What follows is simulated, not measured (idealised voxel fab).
process module | voxel tone inversion
cross-section cut | 245 nm wide | cells 5 nm
A cross-section is a grid of square cells, given in bands from the top down. A band is one or more rows of cells.
Each band's line starts with the height of the band's top and of its bottom, in nm. Then come its materials from left to right, each with its width in nm. One material with "throughout" fills the band from edge to edge. "air" is empty space.
Height 0 is the level under which the wafer as received is all one material. The lowest band goes on downwards, as in "0 down".
A width such as "30 to 40" changes by the same amount from each row of cells to the next, from the band's top row to its bottom row.
"no change" after a step means that no cell of the cross-section changed.
closed voids: empty space of 8 cells or more with no open way to the top, each as width x height at its distance from the left edge, in nm
after a step's settings: what the simulator itself notes on the step
overlay nm, on a step with a mask: how far to the right of its planned place the mask lay; to the left if negative
plan
1 op RECEIVE | material Si
2 op CONFORMAL_DEP | material SiN | thk nm 10
3 op DIRECTIONAL_DEP | material polySi | thk nm 15
4 op PATTERN | tone cover | mask id POSTS | material resist | width nm 20 | pitch nm 45 | thk nm 20 | overlay nm 0
5 op DIRECTIONAL_ETCH | etch materials polySi | depth nm 15
6 op STRIP | etch materials resist
7 op FILL_DEP | material SiO2 | thk nm 10
8 op CMP | height nm 25
9 op STRIP | etch materials polySi
10 op CONFORMAL_DEP | material TiN | thk nm 5
11 op FILL_DEP | material Cu | thk nm 5
12 op CMP | height nm 25
13 op CONFORMAL_DEP | material SiCN | thk nm 5
first wafer, as planned
as received, after step 1
  0 down: Si throughout
  closed voids: none
after step 2
  10 to 0: SiN throughout
  below 0: unchanged
after step 3
  25 to 10: polySi throughout
  below 10: unchanged
after step 4
  45 to 25: air 65 | resist 20 | air 25 | resist 20 | air 25 | resist 20 | air 70
  below 25: unchanged
after step 5
  45 to 25: air 65 | resist 20 | air 25 | resist 20 | air 25 | resist 20 | air 70
  25 to 10: air 65 | polySi 20 | air 25 | polySi 20 | air 25 | polySi 20 | air 70
  below 10: unchanged
after step 6
  25 to 10: air 65 | polySi 20 | air 25 | polySi 20 | air 25 | polySi 20 | air 70
  below 10: unchanged
after step 7
  35 to 25: SiO2 throughout
  25 to 10: SiO2 65 | polySi 20 | SiO2 25 | polySi 20 | SiO2 25 | polySi 20 | SiO2 70
  below 10: unchanged
after step 8
  25 to 10: SiO2 65 | polySi 20 | SiO2 25 | polySi 20 | SiO2 25 | polySi 20 | SiO2 70
  below 10: unchanged
after step 9
  25 to 10: SiO2 65 | air 20 | SiO2 25 | air 20 | SiO2 25 | air 20 | SiO2 70
  below 10: unchanged
after step 10
  30 to 25: TiN 70 | air 10 | TiN 35 | air 10 | TiN 35 | air 10 | TiN 75
  25 to 15: SiO2 65 | TiN 5 | air 10 | TiN 5 | SiO2 25 | TiN 5 | air 10 | TiN 5 | SiO2 25 | TiN 5 | air 10 | TiN 5 | SiO2 70
  15 to 10: SiO2 65 | TiN 20 | SiO2 25 | TiN 20 | SiO2 25 | TiN 20 | SiO2 70
  below 10: unchanged
after step 11
  35 to 30: Cu throughout
  30 to 25: TiN 70 | Cu 10 | TiN 35 | Cu 10 | TiN 35 | Cu 10 | TiN 75
  25 to 15: SiO2 65 | TiN 5 | Cu 10 | TiN 5 | SiO2 25 | TiN 5 | Cu 10 | TiN 5 | SiO2 25 | TiN 5 | Cu 10 | TiN 5 | SiO2 70
  below 15: unchanged
after step 12
  25 to 15: SiO2 65 | TiN 5 | Cu 10 | TiN 5 | SiO2 25 | TiN 5 | Cu 10 | TiN 5 | SiO2 25 | TiN 5 | Cu 10 | TiN 5 | SiO2 70
  below 15: unchanged
after step 13
  30 to 25: SiCN throughout
  below 25: unchanged
second wafer: like start, like plan, one mistake. Through step 12 it matches the first wafer
when step 13 should have ended
  30 to 25: SiN throughout
  below 25: unchanged
what went wrong: step 13 ran as: op CONFORMAL_DEP | material SiN | thk nm 5
at the end the second wafer has, in cells: 49 fewer of SiCN | 49 more of SiN
